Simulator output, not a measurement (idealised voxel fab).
The following is a process module called voxel transistor to metal.
Cross-sectional view cut (width: 200 nm; square cell size: 5 nm).
If you're reading a cross-section in this doc, picture square cells in a grid; it comes to you as bands, top ones listed first down to the bottom, and a band can be one or more rows of cells. A band entry consists of two parts. The first gives the height of the band's top and the height of its bottom, in nm. The rest lists the band's materials from left to right, each with its width in nm. A single material labelled with the word "edge to edge" fills the band from edge to edge, and the word "blank" marks empty space. Zero point of the height axis is 0; under it, received wafer = one material. Lowest band: continues down indefinitely, "from 0 down". With a width like "30..40", each row of cells in the band differs from the next by the same amount, the top row carrying the first number and the bottom row the second. The designation "same as before", where it is given for a processing step, indicates that no cell of the cross-section was altered in the course of that step. Any empty space of 8 cells or more lacking an open way to the top shows up in "Fully closed voids" as width x height at distance, distance from the left edge, in nm. On each step's line, the part that comes after the settings is the simulator's own comment on the step. The "overlay nm" setting may appear on a step's line; for a step that uses a mask, it gives how far to the right of its planned position the mask lay, and a negative value indicates the left.
Process steps - plan
| 1 | RECEIVE, material Si |
| 2 | CONFORMAL_DEP, material SiO2, thk nm 5 |
| 3 | CONFORMAL_DEP, material SiN, thk nm 10 |
| 4 | MASKED_ETCH, tone cover, mask id ACTIVE, width nm 115, etch materials SiN, depth nm 10, overlay nm 0 |
| 5 | MASKED_ETCH, tone cover, mask id ACTIVE, width nm 115, etch materials SiO2, depth nm 5, overlay nm 0 |
| 6 | MASKED_ETCH, tone cover, mask id ACTIVE, width nm 115, etch materials Si, depth nm 35, overlay nm 0 |
| 7 | FILL_DEP, material SiO2, thk nm 10 |
| 8 | CMP, height nm 15 |
| 9 | SELECTIVE_ETCH, etch materials SiO2, depth nm 10 |
| 10 | STRIP, etch materials SiN |
| 11 | SELECTIVE_ETCH, etch materials SiO2, depth nm 5 |
| 12 | OXIDIZE, depth nm 5 |
| 13 | DIRECTIONAL_DEP, material polySi, thk nm 25 |
| 14 | DIRECTIONAL_DEP, material SiCN, thk nm 15 |
| 15 | PATTERN, tone cover, mask id GATE, material resist, width nm 35, thk nm 20, overlay nm 0 |
| 16 | DIRECTIONAL_ETCH, etch materials SiCN, depth nm 25 |
| 17 | DIRECTIONAL_ETCH, etch materials polySi, depth nm 35 |
| 18 | STRIP, etch materials resist |
| 19 | CONFORMAL_DEP, material SiN, thk nm 5 |
| 20 | DIRECTIONAL_ETCH, etch materials SiN, depth nm 5 |
| 21 | DIRECTIONAL_ETCH, etch materials SiO2, depth nm 5 |
| 22 | EPI, material nSi, thk nm 5 |
| 23 | FILL_DEP, material SiO2, thk nm 5 |
| 24 | CMP, height nm 25 |
| 25 | STRIP, etch materials polySi |
| 26 | SELECTIVE_ETCH, etch materials SiO2, depth nm 5 |
| 27 | CONFORMAL_DEP, material HfO2, thk nm 5 |
| 28 | CONFORMAL_DEP, material TiN, thk nm 5 |
| 29 | FILL_DEP, material W, thk nm 5 |
| 30 | CMP, height nm 20 |
| 31 | DIRECTIONAL_DEP, material SiO2, thk nm 15 |
| 32 | DIRECTIONAL_DEP, material aC, thk nm 10 |
| 33 | PATTERN, tone open, mask id CONTACT, material resist, width nm 15, pitch nm 90, thk nm 25, overlay nm 0 |
| 34 | DIRECTIONAL_ETCH, etch materials aC, depth nm 10 |
| 35 | STRIP, etch materials resist |
| 36 | DIRECTIONAL_ETCH, etch materials SiO2, depth nm 35 |
| 37 | STRIP, etch materials aC |
| 38 | CONFORMAL_DEP, material TiN, thk nm 5 |
| 39 | FILL_DEP, material W, thk nm 5 |
| 40 | CMP, height nm 35 |
| 41 | CONFORMAL_DEP, material SiCN, thk nm 5 |
| 42 | DIRECTIONAL_DEP, material SiO2, thk nm 25 |
| 43 | DIRECTIONAL_DEP, material aC, thk nm 15 |
| 44 | PATTERN, tone open, mask id METAL_1, material resist, width nm 15, pitch nm 90, thk nm 30, overlay nm 0 |
| 45 | DIRECTIONAL_ETCH, etch materials aC, depth nm 15 |
| 46 | STRIP, etch materials resist |
| 47 | DIRECTIONAL_ETCH, etch materials SiO2, depth nm 25 |
| 48 | DIRECTIONAL_ETCH, etch materials SiCN, depth nm 5 |
| 49 | STRIP, etch materials aC |
| 50 | CONFORMAL_DEP, material TiN, thk nm 5 |
| 51 | FILL_DEP, material Cu, thk nm 5 |
| 52 | CMP, height nm 65 |
| 53 | CONFORMAL_DEP, material SiCN, thk nm 5 |
| 54 | DIRECTIONAL_DEP, material SiO2, thk nm 30 |
| 55 | PATTERN, tone open, mask id METAL_2, material resist, width nm 15, pitch nm 90, thk nm 20, overlay nm 0 |
| 56 | DIRECTIONAL_ETCH, etch materials SiO2, depth nm 20 |
| 57 | STRIP, etch materials resist |
| 58 | MASKED_ETCH, tone open, mask id METAL_2_HOLES, width nm 15, pitch nm 90, etch materials SiO2, depth nm 10, overlay nm 0 |
| 59 | MASKED_ETCH, tone open, mask id METAL_2_HOLES, width nm 15, pitch nm 90, etch materials SiCN, depth nm 5, overlay nm 0 |
| 60 | CONFORMAL_DEP, material TiN, thk nm 5 |
| 61 | FILL_DEP, material Ru, thk nm 10 |
| 62 | CMP, height nm 100 |
| 63 | CONFORMAL_DEP, material SiCN, thk nm 5 |
The first of a set of two wafers, run to plan
As-received state of the wafer in cross-section, equivalent to post-step 1
  from 0 down = Si edge to edge
  Fully closed voids: none
Cross-section: wafer state after step 2
  from 5 to 0 = SiO2 edge to edge
  All layers under 0 are left as they were.
Cross-section: wafer state after step 3
  from 15 to 5 = SiN edge to edge
  All layers under 5 are left as they were.
Cross-section: wafer state after step 4
  from 15 to 5 = 40 of blank  115 of SiN  45 of blank
  All layers under 5 are left as they were.
Cross-section: wafer state after step 5
  from 15 to 5 = 40 of blank  115 of SiN  45 of blank
  from 5 to 0 = 40 of blank  115 of SiO2  45 of blank
  All layers under 0 are left as they were.
Cross-section: wafer state after step 6
  from 15 to 5 = 40 of blank  115 of SiN  45 of blank
  from 5 to 0 = 40 of blank  115 of SiO2  45 of blank
  from 0 to -35 = 40 of blank  115 of Si  45 of blank
  All layers under -35 are left as they were.
Cross-section: wafer state after step 7
  from 25 to 15 = SiO2 edge to edge
  from 15 to 5 = 40 of SiO2  115 of SiN  45 of SiO2
  from 5 to 0 = SiO2 edge to edge
  from 0 to -35 = 40 of SiO2  115 of Si  45 of SiO2
  All layers under -35 are left as they were.
Cross-section: wafer state after step 8
  from 15 to 5 = 40 of SiO2  115 of SiN  45 of SiO2
  All layers under 5 are left as they were.
Cross-section: wafer state after step 9
  from 15 to 5 = 40 of blank  115 of SiN  45 of blank
  All layers under 5 are left as they were.
Cross-section: wafer state after step 10
  from 5 to 0 = SiO2 edge to edge
  All layers under 0 are left as they were.
Cross-section: wafer state after step 11
  from 0 to -35 = 40 of SiO2  115 of Si  45 of SiO2
  All layers under -35 are left as they were.
Cross-section: wafer state after step 12
  from 0 to -5 = SiO2 edge to edge
  All layers under -5 are left as they were.
Cross-section: wafer state after step 13
  from 25 to 0 = polySi edge to edge
  All layers under 0 are left as they were.
Cross-section: wafer state after step 14
  from 40 to 25 = SiCN edge to edge
  All layers under 25 are left as they were.
Cross-section: wafer state after step 15
  from 60 to 40 = 80 of blank  35 of resist  85 of blank
  All layers under 40 are left as they were.
Cross-section: wafer state after step 16
  from 60 to 40 = 80 of blank  35 of resist  85 of blank
  from 40 to 25 = 80 of blank  35 of SiCN  85 of blank
  All layers under 25 are left as they were.
Cross-section: wafer state after step 17
  from 60 to 40 = 80 of blank  35 of resist  85 of blank
  from 40 to 25 = 80 of blank  35 of SiCN  85 of blank
  from 25 to 0 = 80 of blank  35 of polySi  85 of blank
  All layers under 0 are left as they were.
Cross-section: wafer state after step 18
  from 40 to 25 = 80 of blank  35 of SiCN  85 of blank
  All layers under 25 are left as they were.
Cross-section: wafer state after step 19
  from 45 to 40 = 75 of blank  45 of SiN  80 of blank
  from 40 to 25 = 75 of blank  5 of SiN  35 of SiCN  5 of SiN  80 of blank
  from 25 to 5 = 75 of blank  5 of SiN  35 of polySi  5 of SiN  80 of blank
  from 5 to 0 = 80 of SiN  35 of polySi  85 of SiN
  All layers under 0 are left as they were.
Cross-section: wafer state after step 20
  from 40 to 25 = 75 of blank  5 of SiN  35 of SiCN  5 of SiN  80 of blank
  from 25 to 0 = 75 of blank  5 of SiN  35 of polySi  5 of SiN  80 of blank
  All layers under 0 are left as they were.
Cross-section: wafer state after step 21
  from 40 to 25 = 75 of blank  5 of SiN  35 of SiCN  5 of SiN  80 of blank
  from 25 to 0 = 75 of blank  5 of SiN  35 of polySi  5 of SiN  80 of blank
  from 0 to -5 = 75 of blank  45 of SiO2  80 of blank
  All layers under -5 are left as they were.
Cross-section: wafer state after step 22
  from 40 to 25 = 75 of blank  5 of SiN  35 of SiCN  5 of SiN  80 of blank
  from 25 to 0 = 75 of blank  5 of SiN  35 of polySi  5 of SiN  80 of blank
  from 0 to -5 = 35 of blank  40 of nSi  45 of SiO2  40 of nSi  40 of blank
  All layers under -5 are left as they were.
Cross-section: wafer state after step 23
  from 45 to 40 = SiO2 edge to edge
  from 40 to 25 = 75 of SiO2  5 of SiN  35 of SiCN  5 of SiN  80 of SiO2
  from 25 to 0 = 75 of SiO2  5 of SiN  35 of polySi  5 of SiN  80 of SiO2
  from 0 to -5 = 35 of SiO2  40 of nSi  45 of SiO2  40 of nSi  40 of SiO2
  All layers under -5 are left as they were.
Cross-section: wafer state after step 24
  from 25 to 0 = 75 of SiO2  5 of SiN  35 of polySi  5 of SiN  80 of SiO2
  All layers under 0 are left as they were.
Cross-section: wafer state after step 25
  from 25 to 0 = 75 of SiO2  5 of SiN  35 of blank  5 of SiN  80 of SiO2
  All layers under 0 are left as they were.
Cross-section: wafer state after step 26
  from 25 to 20 = 75 of blank  5 of SiN  35 of blank  5 of SiN  80 of blank
  from 20 to 0 = 75 of SiO2  5 of SiN  35 of blank  5 of SiN  80 of SiO2
  from 0 to -5 = 35 of SiO2  40 of nSi  45 of blank  40 of nSi  40 of SiO2
  All layers under -5 are left as they were.
Cross-section: wafer state after step 27
  from 30 to 25 = 70 of blank  15 of HfO2  25 of blank  15 of HfO2  75 of blank
  from 25 to 20 = 75 of HfO2  5 of SiN  5 of HfO2  25 of blank  5 of HfO2  5 of SiN  80 of HfO2
  from 20 to 0 = 75 of SiO2  5 of SiN  5 of HfO2  25 of blank  5 of HfO2  5 of SiN  80 of SiO2
  from 0 to -5 = 35 of SiO2  40 of nSi  45 of HfO2  40 of nSi  40 of SiO2
  All layers under -5 are left as they were.
Cross-section: wafer state after step 28
  from 35 to 30 = 65 of blank  25 of TiN  15 of blank  25 of TiN  70 of blank
  from 30 to 25 = 70 of TiN  15 of HfO2  5 of TiN  15 of blank  5 of TiN  15 of HfO2  75 of TiN
  from 25 to 20 = 75 of HfO2  5 of SiN  5 of HfO2  5 of TiN  15 of blank  5 of TiN  5 of HfO2  5 of SiN  80 of HfO2
  from 20 to 5 = 75 of SiO2  5 of SiN  5 of HfO2  5 of TiN  15 of blank  5 of TiN  5 of HfO2  5 of SiN  80 of SiO2
  from 5 to 0 = 75 of SiO2  5 of SiN  5 of HfO2  25 of TiN  5 of HfO2  5 of SiN  80 of SiO2
  All layers under 0 are left as they were.
Cross-section: wafer state after step 29
  from 40 to 35 = W edge to edge
  from 35 to 30 = 65 of W  25 of TiN  15 of W  25 of TiN  70 of W
  from 30 to 25 = 70 of TiN  15 of HfO2  5 of TiN  15 of W  5 of TiN  15 of HfO2  75 of TiN
  from 25 to 20 = 75 of HfO2  5 of SiN  5 of HfO2  5 of TiN  15 of W  5 of TiN  5 of HfO2  5 of SiN  80 of HfO2
  from 20 to 5 = 75 of SiO2  5 of SiN  5 of HfO2  5 of TiN  15 of W  5 of TiN  5 of HfO2  5 of SiN  80 of SiO2
  All layers under 5 are left as they were.
Cross-section: wafer state after step 30
  from 20 to 5 = 75 of SiO2  5 of SiN  5 of HfO2  5 of TiN  15 of W  5 of TiN  5 of HfO2  5 of SiN  80 of SiO2
  All layers under 5 are left as they were.
Cross-section: wafer state after step 31
  from 35 to 20 = SiO2 edge to edge
  All layers under 20 are left as they were.
Cross-section: wafer state after step 32
  from 45 to 35 = aC edge to edge
  All layers under 35 are left as they were.
Cross-section: wafer state after step 33
  from 70 to 45 = 45 of resist  15 of blank  75 of resist  15 of blank  50 of resist
  All layers under 45 are left as they were.
Cross-section: wafer state after step 34
  from 60 to 45 = 45 of resist  15 of blank  75 of resist  15 of blank  50 of resist
  from 45 to 35 = 45 of aC  15 of blank  75 of aC  15 of blank  50 of aC
  All layers under 35 are left as they were.
Cross-section: wafer state after step 35
  from 45 to 35 = 45 of aC  15 of blank  75 of aC  15 of blank  50 of aC
  All layers under 35 are left as they were.
Cross-section: wafer state after step 36
  from 45 to 35 = 45 of aC  15 of blank  75 of aC  15 of blank  50 of aC
  from 35 to 20 = 45 of SiO2  15 of blank  75 of SiO2  15 of blank  50 of SiO2
  from 20 to 5 = 45 of SiO2  15 of blank  15 of SiO2  5 of SiN  5 of HfO2  5 of TiN  15 of W  5 of TiN  5 of HfO2  5 of SiN  15 of SiO2  15 of blank  50 of SiO2
  from 5 to 0 = 45 of SiO2  15 of blank  15 of SiO2  5 of SiN  5 of HfO2  25 of TiN  5 of HfO2  5 of SiN  15 of SiO2  15 of blank  50 of SiO2
  All layers under 0 are left as they were.
Cross-section: wafer state after step 37
  from 35 to 20 = 45 of SiO2  15 of blank  75 of SiO2  15 of blank  50 of SiO2
  All layers under 20 are left as they were.
Cross-section: wafer state after step 38
  from 40 to 35 = 50 of TiN  5 of blank  85 of TiN  5 of blank  55 of TiN
  from 35 to 20 = 45 of SiO2  5 of TiN  5 of blank  5 of TiN  75 of SiO2  5 of TiN  5 of blank  5 of TiN  50 of SiO2
  from 20 to 5 = 45 of SiO2  5 of TiN  5 of blank  5 of TiN  15 of SiO2  5 of SiN  5 of HfO2  5 of TiN  15 of W  5 of TiN  5 of HfO2  5 of SiN  15 of SiO2  5 of TiN  5 of blank  5 of TiN  50 of SiO2
  from 5 to 0 = 45 of SiO2  15 of TiN  15 of SiO2  5 of SiN  5 of HfO2  25 of TiN  5 of HfO2  5 of SiN  15 of SiO2  15 of TiN  50 of SiO2
  All layers under 0 are left as they were.
Cross-section: wafer state after step 39
  from 45 to 40 = W edge to edge
  from 40 to 35 = 50 of TiN  5 of W  85 of TiN  5 of W  55 of TiN
  from 35 to 20 = 45 of SiO2  5 of TiN  5 of W  5 of TiN  75 of SiO2  5 of TiN  5 of W  5 of TiN  50 of SiO2
  from 20 to 5 = 45 of SiO2  5 of TiN  5 of W  5 of TiN  15 of SiO2  5 of SiN  5 of HfO2  5 of TiN  15 of W  5 of TiN  5 of HfO2  5 of SiN  15 of SiO2  5 of TiN  5 of W  5 of TiN  50 of SiO2
  All layers under 5 are left as they were.
Cross-section: wafer state after step 40
  from 35 to 20 = 45 of SiO2  5 of TiN  5 of W  5 of TiN  75 of SiO2  5 of TiN  5 of W  5 of TiN  50 of SiO2
  All layers under 20 are left as they were.
Cross-section: wafer state after step 41
  from 40 to 35 = SiCN edge to edge
  All layers under 35 are left as they were.
Cross-section: wafer state after step 42
  from 65 to 40 = SiO2 edge to edge
  All layers under 40 are left as they were.
Cross-section: wafer state after step 43
  from 80 to 65 = aC edge to edge
  All layers under 65 are left as they were.
Cross-section: wafer state after step 44
  from 110 to 80 = 45 of resist  15 of blank  75 of resist  15 of blank  50 of resist
  All layers under 80 are left as they were.
Cross-section: wafer state after step 45
  from 95 to 80 = 45 of resist  15 of blank  75 of resist  15 of blank  50 of resist
  from 80 to 65 = 45 of aC  15 of blank  75 of aC  15 of blank  50 of aC
  All layers under 65 are left as they were.
Cross-section: wafer state after step 46
  from 80 to 65 = 45 of aC  15 of blank  75 of aC  15 of blank  50 of aC
  All layers under 65 are left as they were.
Cross-section: wafer state after step 47
  from 80 to 65 = 45 of aC  15 of blank  75 of aC  15 of blank  50 of aC
  from 65 to 40 = 45 of SiO2  15 of blank  75 of SiO2  15 of blank  50 of SiO2
  All layers under 40 are left as they were.
Cross-section: wafer state after step 48
  from 80 to 65 = 45 of aC  15 of blank  75 of aC  15 of blank  50 of aC
  from 65 to 40 = 45 of SiO2  15 of blank  75 of SiO2  15 of blank  50 of SiO2
  from 40 to 35 = 45 of SiCN  15 of blank  75 of SiCN  15 of blank  50 of SiCN
  All layers under 35 are left as they were.
Cross-section: wafer state after step 49
  from 65 to 40 = 45 of SiO2  15 of blank  75 of SiO2  15 of blank  50 of SiO2
  All layers under 40 are left as they were.
Cross-section: wafer state after step 50
  from 70 to 65 = 50 of TiN  5 of blank  85 of TiN  5 of blank  55 of TiN
  from 65 to 40 = 45 of SiO2  5 of TiN  5 of blank  5 of TiN  75 of SiO2  5 of TiN  5 of blank  5 of TiN  50 of SiO2
  from 40 to 35 = 45 of SiCN  15 of TiN  75 of SiCN  15 of TiN  50 of SiCN
  All layers under 35 are left as they were.
Cross-section: wafer state after step 51
  from 75 to 70 = Cu edge to edge
  from 70 to 65 = 50 of TiN  5 of Cu  85 of TiN  5 of Cu  55 of TiN
  from 65 to 40 = 45 of SiO2  5 of TiN  5 of Cu  5 of TiN  75 of SiO2  5 of TiN  5 of Cu  5 of TiN  50 of SiO2
  All layers under 40 are left as they were.
Cross-section: wafer state after step 52
  from 65 to 40 = 45 of SiO2  5 of TiN  5 of Cu  5 of TiN  75 of SiO2  5 of TiN  5 of Cu  5 of TiN  50 of SiO2
  All layers under 40 are left as they were.
Cross-section: wafer state after step 53
  from 70 to 65 = SiCN edge to edge
  All layers under 65 are left as they were.
Cross-section: wafer state after step 54
  from 100 to 70 = SiO2 edge to edge
  All layers under 70 are left as they were.
Cross-section: wafer state after step 55
  from 120 to 100 = 45 of resist  15 of blank  75 of resist  15 of blank  50 of resist
  All layers under 100 are left as they were.
Cross-section: wafer state after step 56
  from 120 to 100 = 45 of resist  15 of blank  75 of resist  15 of blank  50 of resist
  from 100 to 80 = 45 of SiO2  15 of blank  75 of SiO2  15 of blank  50 of SiO2
  All layers under 80 are left as they were.
Cross-section: wafer state after step 57
  from 100 to 80 = 45 of SiO2  15 of blank  75 of SiO2  15 of blank  50 of SiO2
  All layers under 80 are left as they were.
Cross-section: wafer state after step 58
  from 100 to 70 = 45 of SiO2  15 of blank  75 of SiO2  15 of blank  50 of SiO2
  All layers under 70 are left as they were.
Cross-section: wafer state after step 59
  from 100 to 70 = 45 of SiO2  15 of blank  75 of SiO2  15 of blank  50 of SiO2
  from 70 to 65 = 45 of SiCN  15 of blank  75 of SiCN  15 of blank  50 of SiCN
  All layers under 65 are left as they were.
Cross-section: wafer state after step 60
  from 105 to 100 = 50 of TiN  5 of blank  85 of TiN  5 of blank  55 of TiN
  from 100 to 70 = 45 of SiO2  5 of TiN  5 of blank  5 of TiN  75 of SiO2  5 of TiN  5 of blank  5 of TiN  50 of SiO2
  from 70 to 65 = 45 of SiCN  15 of TiN  75 of SiCN  15 of TiN  50 of SiCN
  All layers under 65 are left as they were.
Cross-section: wafer state after step 61
  from 115 to 105 = Ru edge to edge
  from 105 to 100 = 50 of TiN  5 of Ru  85 of TiN  5 of Ru  55 of TiN
  from 100 to 70 = 45 of SiO2  5 of TiN  5 of Ru  5 of TiN  75 of SiO2  5 of TiN  5 of Ru  5 of TiN  50 of SiO2
  All layers under 70 are left as they were.
Cross-section: wafer state after step 62
  from 100 to 70 = 45 of SiO2  5 of TiN  5 of Ru  5 of TiN  75 of SiO2  5 of TiN  5 of Ru  5 of TiN  50 of SiO2
  All layers under 70 are left as they were.
Cross-section: wafer state after step 63
  from 105 to 100 = SiCN edge to edge
  All layers under 100 are left as they were.
Wafer two. Same start, same plan, one slip in execution. Same as wafer one through step 26, inclusive
Planned end of step 27: second wafer, cross-section: same as before
Planned end of step 28: second wafer, cross-section
  from 30 to 25 = 70 of blank  15 of TiN  25 of blank  15 of TiN  75 of blank
  from 25 to 20 = 75 of TiN  5 of SiN  5 of TiN  25 of blank  5 of TiN  5 of SiN  80 of TiN
  from 20 to 0 = 75 of SiO2  5 of SiN  5 of TiN  25 of blank  5 of TiN  5 of SiN  80 of SiO2
  from 0 to -5 = 35 of SiO2  40 of nSi  45 of TiN  40 of nSi  40 of SiO2
  All layers under -5 are left as they were.
Planned end of step 29: second wafer, cross-section
  from 35 to 30 = W edge to edge
  from 30 to 25 = 70 of W  15 of TiN  25 of W  15 of TiN  75 of W
  from 25 to 20 = 75 of TiN  5 of SiN  5 of TiN  25 of W  5 of TiN  5 of SiN  80 of TiN
  from 20 to 0 = 75 of SiO2  5 of SiN  5 of TiN  25 of W  5 of TiN  5 of SiN  80 of SiO2
  All layers under 0 are left as they were.
Planned end of step 30: second wafer, cross-section
  from 20 to 0 = 75 of SiO2  5 of SiN  5 of TiN  25 of W  5 of TiN  5 of SiN  80 of SiO2
  All layers under 0 are left as they were.
Planned end of step 31: second wafer, cross-section
  from 35 to 20 = SiO2 edge to edge
  All layers under 20 are left as they were.
Planned end of step 32: second wafer, cross-section
  from 45 to 35 = aC edge to edge
  All layers under 35 are left as they were.
Planned end of step 33: second wafer, cross-section
  from 70 to 45 = 45 of resist  15 of blank  75 of resist  15 of blank  50 of resist
  All layers under 45 are left as they were.
Planned end of step 34: second wafer, cross-section
  from 60 to 45 = 45 of resist  15 of blank  75 of resist  15 of blank  50 of resist
  from 45 to 35 = 45 of aC  15 of blank  75 of aC  15 of blank  50 of aC
  All layers under 35 are left as they were.
Planned end of step 35: second wafer, cross-section
  from 45 to 35 = 45 of aC  15 of blank  75 of aC  15 of blank  50 of aC
  All layers under 35 are left as they were.
Planned end of step 36: second wafer, cross-section
  from 45 to 35 = 45 of aC  15 of blank  75 of aC  15 of blank  50 of aC
  from 35 to 20 = 45 of SiO2  15 of blank  75 of SiO2  15 of blank  50 of SiO2
  from 20 to 0 = 45 of SiO2  15 of blank  15 of SiO2  5 of SiN  5 of TiN  25 of W  5 of TiN  5 of SiN  15 of SiO2  15 of blank  50 of SiO2
  All layers under 0 are left as they were.
Planned end of step 37: second wafer, cross-section
  from 35 to 20 = 45 of SiO2  15 of blank  75 of SiO2  15 of blank  50 of SiO2
  All layers under 20 are left as they were.
Planned end of step 38: second wafer, cross-section
  from 40 to 35 = 50 of TiN  5 of blank  85 of TiN  5 of blank  55 of TiN
  from 35 to 20 = 45 of SiO2  5 of TiN  5 of blank  5 of TiN  75 of SiO2  5 of TiN  5 of blank  5 of TiN  50 of SiO2
  from 20 to 5 = 45 of SiO2  5 of TiN  5 of blank  5 of TiN  15 of SiO2  5 of SiN  5 of TiN  25 of W  5 of TiN  5 of SiN  15 of SiO2  5 of TiN  5 of blank  5 of TiN  50 of SiO2
  from 5 to 0 = 45 of SiO2  15 of TiN  15 of SiO2  5 of SiN  5 of TiN  25 of W  5 of TiN  5 of SiN  15 of SiO2  15 of TiN  50 of SiO2
  All layers under 0 are left as they were.
Planned end of step 39: second wafer, cross-section
  from 45 to 40 = W edge to edge
  from 40 to 35 = 50 of TiN  5 of W  85 of TiN  5 of W  55 of TiN
  from 35 to 20 = 45 of SiO2  5 of TiN  5 of W  5 of TiN  75 of SiO2  5 of TiN  5 of W  5 of TiN  50 of SiO2
  from 20 to 5 = 45 of SiO2  5 of TiN  5 of W  5 of TiN  15 of SiO2  5 of SiN  5 of TiN  25 of W  5 of TiN  5 of SiN  15 of SiO2  5 of TiN  5 of W  5 of TiN  50 of SiO2
  All layers under 5 are left as they were.
Planned end of step 40: second wafer, cross-section
  from 35 to 20 = 45 of SiO2  5 of TiN  5 of W  5 of TiN  75 of SiO2  5 of TiN  5 of W  5 of TiN  50 of SiO2
  All layers under 20 are left as they were.
Planned end of step 41: second wafer, cross-section
  from 40 to 35 = SiCN edge to edge
  All layers under 35 are left as they were.
Planned end of step 42: second wafer, cross-section
  from 65 to 40 = SiO2 edge to edge
  All layers under 40 are left as they were.
Planned end of step 43: second wafer, cross-section
  from 80 to 65 = aC edge to edge
  All layers under 65 are left as they were.
Planned end of step 44: second wafer, cross-section
  from 110 to 80 = 45 of resist  15 of blank  75 of resist  15 of blank  50 of resist
  All layers under 80 are left as they were.
Planned end of step 45: second wafer, cross-section
  from 95 to 80 = 45 of resist  15 of blank  75 of resist  15 of blank  50 of resist
  from 80 to 65 = 45 of aC  15 of blank  75 of aC  15 of blank  50 of aC
  All layers under 65 are left as they were.
Planned end of step 46: second wafer, cross-section
  from 80 to 65 = 45 of aC  15 of blank  75 of aC  15 of blank  50 of aC
  All layers under 65 are left as they were.
Planned end of step 47: second wafer, cross-section
  from 80 to 65 = 45 of aC  15 of blank  75 of aC  15 of blank  50 of aC
  from 65 to 40 = 45 of SiO2  15 of blank  75 of SiO2  15 of blank  50 of SiO2
  All layers under 40 are left as they were.
Planned end of step 48: second wafer, cross-section
  from 80 to 65 = 45 of aC  15 of blank  75 of aC  15 of blank  50 of aC
  from 65 to 40 = 45 of SiO2  15 of blank  75 of SiO2  15 of blank  50 of SiO2
  from 40 to 35 = 45 of SiCN  15 of blank  75 of SiCN  15 of blank  50 of SiCN
  All layers under 35 are left as they were.
Planned end of step 49: second wafer, cross-section
  from 65 to 40 = 45 of SiO2  15 of blank  75 of SiO2  15 of blank  50 of SiO2
  All layers under 40 are left as they were.
Planned end of step 50: second wafer, cross-section
  from 70 to 65 = 50 of TiN  5 of blank  85 of TiN  5 of blank  55 of TiN
  from 65 to 40 = 45 of SiO2  5 of TiN  5 of blank  5 of TiN  75 of SiO2  5 of TiN  5 of blank  5 of TiN  50 of SiO2
  from 40 to 35 = 45 of SiCN  15 of TiN  75 of SiCN  15 of TiN  50 of SiCN
  All layers under 35 are left as they were.
Planned end of step 51: second wafer, cross-section
  from 75 to 70 = Cu edge to edge
  from 70 to 65 = 50 of TiN  5 of Cu  85 of TiN  5 of Cu  55 of TiN
  from 65 to 40 = 45 of SiO2  5 of TiN  5 of Cu  5 of TiN  75 of SiO2  5 of TiN  5 of Cu  5 of TiN  50 of SiO2
  All layers under 40 are left as they were.
Planned end of step 52: second wafer, cross-section
  from 65 to 40 = 45 of SiO2  5 of TiN  5 of Cu  5 of TiN  75 of SiO2  5 of TiN  5 of Cu  5 of TiN  50 of SiO2
  All layers under 40 are left as they were.
Planned end of step 53: second wafer, cross-section
  from 70 to 65 = SiCN edge to edge
  All layers under 65 are left as they were.
Planned end of step 54: second wafer, cross-section
  from 100 to 70 = SiO2 edge to edge
  All layers under 70 are left as they were.
Planned end of step 55: second wafer, cross-section
  from 120 to 100 = 45 of resist  15 of blank  75 of resist  15 of blank  50 of resist
  All layers under 100 are left as they were.
Planned end of step 56: second wafer, cross-section
  from 120 to 100 = 45 of resist  15 of blank  75 of resist  15 of blank  50 of resist
  from 100 to 80 = 45 of SiO2  15 of blank  75 of SiO2  15 of blank  50 of SiO2
  All layers under 80 are left as they were.
Planned end of step 57: second wafer, cross-section
  from 100 to 80 = 45 of SiO2  15 of blank  75 of SiO2  15 of blank  50 of SiO2
  All layers under 80 are left as they were.
Planned end of step 58: second wafer, cross-section
  from 100 to 70 = 45 of SiO2  15 of blank  75 of SiO2  15 of blank  50 of SiO2
  All layers under 70 are left as they were.
Planned end of step 59: second wafer, cross-section
  from 100 to 70 = 45 of SiO2  15 of blank  75 of SiO2  15 of blank  50 of SiO2
  from 70 to 65 = 45 of SiCN  15 of blank  75 of SiCN  15 of blank  50 of SiCN
  All layers under 65 are left as they were.
Planned end of step 60: second wafer, cross-section
  from 105 to 100 = 50 of TiN  5 of blank  85 of TiN  5 of blank  55 of TiN
  from 100 to 70 = 45 of SiO2  5 of TiN  5 of blank  5 of TiN  75 of SiO2  5 of TiN  5 of blank  5 of TiN  50 of SiO2
  from 70 to 65 = 45 of SiCN  15 of TiN  75 of SiCN  15 of TiN  50 of SiCN
  All layers under 65 are left as they were.
Planned end of step 61: second wafer, cross-section
  from 115 to 105 = Ru edge to edge
  from 105 to 100 = 50 of TiN  5 of Ru  85 of TiN  5 of Ru  55 of TiN
  from 100 to 70 = 45 of SiO2  5 of TiN  5 of Ru  5 of TiN  75 of SiO2  5 of TiN  5 of Ru  5 of TiN  50 of SiO2
  All layers under 70 are left as they were.
Planned end of step 62: second wafer, cross-section
  from 100 to 70 = 45 of SiO2  5 of TiN  5 of Ru  5 of TiN  75 of SiO2  5 of TiN  5 of Ru  5 of TiN  50 of SiO2
  All layers under 70 are left as they were.
Planned end of step 63: second wafer, cross-section
  from 105 to 100 = SiCN edge to edge
  All layers under 100 are left as they were.
So what did we get wrong on this run? plan step 27 never ran because it was skipped
The second wafer ends with more or fewer cells of some materials than the first, per final count: -17 HfO2 | +6 TiN | +11 W
